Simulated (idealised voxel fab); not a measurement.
The process module that follows is named voxel wiring stack.
cross-section cut | 200 nm wide | cells 5 nm
This document writes a cross-section as a grid whose cells are square, and gives it as bands, listed from the top down; one or more rows of cells form a band.
For a band, the entry starts with two heights in nm, that of the top and then that of the bottom, and carries on with the band's materials in order from left to right, each alongside its width in nm; the word "all across" beside a single material means it fills the band edge to edge, and "empty" means empty space.
Convention: height 0 is the level below which the wafer, as received, is all one material. The lowest band does not terminate at the bottom but continues downward, represented as "from 0 down".
Per-row width for "30..40": begins at first number (top row of band), ends at second number (bottom row), increment between rows held constant.
Key: "no modification" - step with no changed cell in the cross-section.
Empty spaces counting at least 8 cells and having no open way to the top are listed in "Cavities, sealed". The notation width x height at distance is used for each, the distance being from the left edge and all three values in nm.
Where a step's line continues beyond its settings, the continuation is a remark by the simulator itself on that step.
overlay nm, on a step with a mask: how far to the right of its planned place the mask lay; to the left if negative

List of planned process steps:
1) RECEIVE | material Si
2) CONFORMAL_DEP | material SiO2 | thk nm 10
3) DIRECTIONAL_DEP | material TiN | thk nm 5
4) DIRECTIONAL_DEP | material W | thk nm 25
5) DIRECTIONAL_DEP | material aC | thk nm 15
6) PATTERN | tone cover | mask id METAL_1 | material resist | width nm 20 | pitch nm 40 | thk nm 35 | overlay nm 0
7) DIRECTIONAL_ETCH | etch materials aC | depth nm 15
8) STRIP | etch materials resist
9) DIRECTIONAL_ETCH | etch materials W | depth nm 25
10) DIRECTIONAL_ETCH | etch materials TiN | depth nm 5
11) STRIP | etch materials aC
12) FILL_DEP | material lowk | thk nm 5
13) CMP | height nm 40
14) CONFORMAL_DEP | material SiCN | thk nm 5
15) DIRECTIONAL_DEP | material lowk | thk nm 10
16) DIRECTIONAL_DEP | material aC | thk nm 15
17) PATTERN | tone open | mask id PLUG_1 | material resist | width nm 15 | pitch nm 40 | thk nm 35 | overlay nm 0
18) DIRECTIONAL_ETCH | etch materials aC | depth nm 15
19) STRIP | etch materials resist
20) DIRECTIONAL_ETCH | etch materials lowk | depth nm 10
21) DIRECTIONAL_ETCH | etch materials SiCN | depth nm 5
22) STRIP | etch materials aC
23) EPI | material Ru | thk nm 10
24) EPI | material Ru | thk nm 5
25) CONFORMAL_DEP | material SiN | thk nm 5
26) DIRECTIONAL_DEP | material SiO2 | thk nm 15
27) MASKED_ETCH | tone open | mask id METAL_2 | width nm 20 | pitch nm 40 | etch materials SiO2 | depth nm 15 | overlay nm 0
28) MASKED_ETCH | tone open | mask id METAL_2 | width nm 20 | pitch nm 40 | etch materials SiN | depth nm 5 | overlay nm 0
29) CONFORMAL_DEP | material TiN | thk nm 5
30) FILL_DEP | material W | thk nm 5
31) CMP | height nm 75
32) EPI | material Ru | thk nm 5
33) FILL_DEP | material SiCN | thk nm 5
34) DIRECTIONAL_DEP | material SiO2 | thk nm 15
35) DIRECTIONAL_DEP | material aC | thk nm 10
36) PATTERN | tone open | mask id PLUG_2 | material resist | width nm 15 | pitch nm 40 | thk nm 25 | overlay nm 0
37) DIRECTIONAL_ETCH | etch materials aC | depth nm 10
38) STRIP | etch materials resist
39) DIRECTIONAL_ETCH | etch materials SiO2 | depth nm 15
40) DIRECTIONAL_ETCH | etch materials SiCN | depth nm 5
41) STRIP | etch materials aC
42) EPI | material Ru | thk nm 10
43) EPI | material Ru | thk nm 10
44) DIRECTIONAL_DEP | material TiN | thk nm 5
45) DIRECTIONAL_DEP | material W | thk nm 15
46) MASKED_ETCH | tone cover | mask id METAL_3 | width nm 20 | pitch nm 40 | etch materials W | depth nm 15 | overlay nm 0
47) MASKED_ETCH | tone cover | mask id METAL_3 | width nm 20 | pitch nm 40 | etch materials TiN | depth nm 5 | overlay nm 0
48) FILL_DEP | material SiO2 | thk nm 10
49) CMP | height nm 120
50) CONFORMAL_DEP | material SiN | thk nm 5

Cross-section of the wafer upon arrival, representing the state reached after step 1:
	from 0 down: Si all across
	Cavities, sealed: none

First of two wafers: cross-section at end of module, run per plan:
	from 125 to 120: SiN all across
	from 120 to 105: 50 SiO2, then 20 W, then 20 SiO2, then 20 W, then 20 SiO2, then 20 W, then 50 SiO2
	from 105 to 100: 50 SiO2, then 20 TiN, then 20 SiO2, then 20 TiN, then 20 SiO2, then 20 TiN, then 50 SiO2
	from 100 to 85: 50 SiO2, then 15 Ru, then 25 SiO2, then 15 Ru, then 25 SiO2, then 15 Ru, then 55 SiO2
	from 85 to 75: 50..45 SiCN, then 15..30 Ru, then 25..10 SiCN, then 15..30 Ru, then 25..10 SiCN, then 15..30 Ru, then 55..45 SiCN
	from 75 to 60: 50 SiO2, then 5 TiN, then 10 W, then 5 TiN, then 20 SiO2, then 5 TiN, then 10 W, then 5 TiN, then 20 SiO2, then 5 TiN, then 10 W, then 5 TiN, then 50 SiO2
	from 60 to 55: 50 SiN, then 20 TiN, then 20 SiN, then 20 TiN, then 20 SiN, then 20 TiN, then 50 SiN
	from 55 to 45: 50 lowk, then 15 Ru, then 25 lowk, then 15 Ru, then 25 lowk, then 15 Ru, then 55 lowk
	from 45 to 40: 50 SiCN, then 15 Ru, then 25 SiCN, then 15 Ru, then 25 SiCN, then 15 Ru, then 55 SiCN
	from 40 to 15: 50 lowk, then 20 W, then 20 lowk, then 20 W, then 20 lowk, then 20 W, then 50 lowk
	from 15 to 10: 50 lowk, then 20 TiN, then 20 lowk, then 20 TiN, then 20 lowk, then 20 TiN, then 50 lowk
	from 10 to 0: SiO2 all across
	from 0 down: Si all across
	Cavities, sealed: none

Wafer two, end of module, cross-section. Same start, same plan as wafer one. One mistake in the run:
	from 125 to 120: SiN all across
	from 120 to 105: 50 SiO2, then 20 W, then 20 SiO2, then 20 W, then 20 SiO2, then 20 W, then 50 SiO2
	from 105 to 100: 50 SiO2, then 20 TiN, then 20 SiO2, then 20 TiN, then 20 SiO2, then 20 TiN, then 50 SiO2
	from 100 to 85: 50 SiO2, then 15 Ru, then 25 SiO2, then 15 Ru, then 25 SiO2, then 15 Ru, then 55 SiO2
	from 85 to 75: 50..45 SiCN, then 15..30 Ru, then 25..10 SiCN, then 15..30 Ru, then 25..10 SiCN, then 15..30 Ru, then 55..45 SiCN
	from 75 to 60: 50 SiO2, then 5 TiN, then 10 W, then 5 TiN, then 20 SiO2, then 5 TiN, then 10 W, then 5 TiN, then 20 SiO2, then 5 TiN, then 10 W, then 5 TiN, then 50 SiO2
	from 60 to 55: 50 SiN, then 20 TiN, then 20 SiN, then 20 TiN, then 20 SiN, then 20 TiN, then 50 SiN
	from 55 to 45: 55 lowk, then 15 Ru, then 25 lowk, then 15 Ru, then 25 lowk, then 15 Ru, then 50 lowk
	from 45 to 40: 55 SiCN, then 15 Ru, then 25 SiCN, then 15 Ru, then 25 SiCN, then 15 Ru, then 50 SiCN
	from 40 to 15: 50 lowk, then 20 W, then 20 lowk, then 20 W, then 20 lowk, then 20 W, then 50 lowk
	from 15 to 10: 50 lowk, then 20 TiN, then 20 lowk, then 20 TiN, then 20 lowk, then 20 TiN, then 50 lowk
	from 10 to 0: SiO2 all across
	from 0 down: Si all across
	Cavities, sealed: none
Nonconformance to the process plan: the process deviated at step 17: the operation and settings actually run there were PATTERN | tone open | mask id PLUG_1 | material resist | width nm 15 | pitch nm 40 | thk nm 35 | overlay nm 5
So at the finish, the second wafer's got exactly as many cells of each material as the first, just not in the same spots.
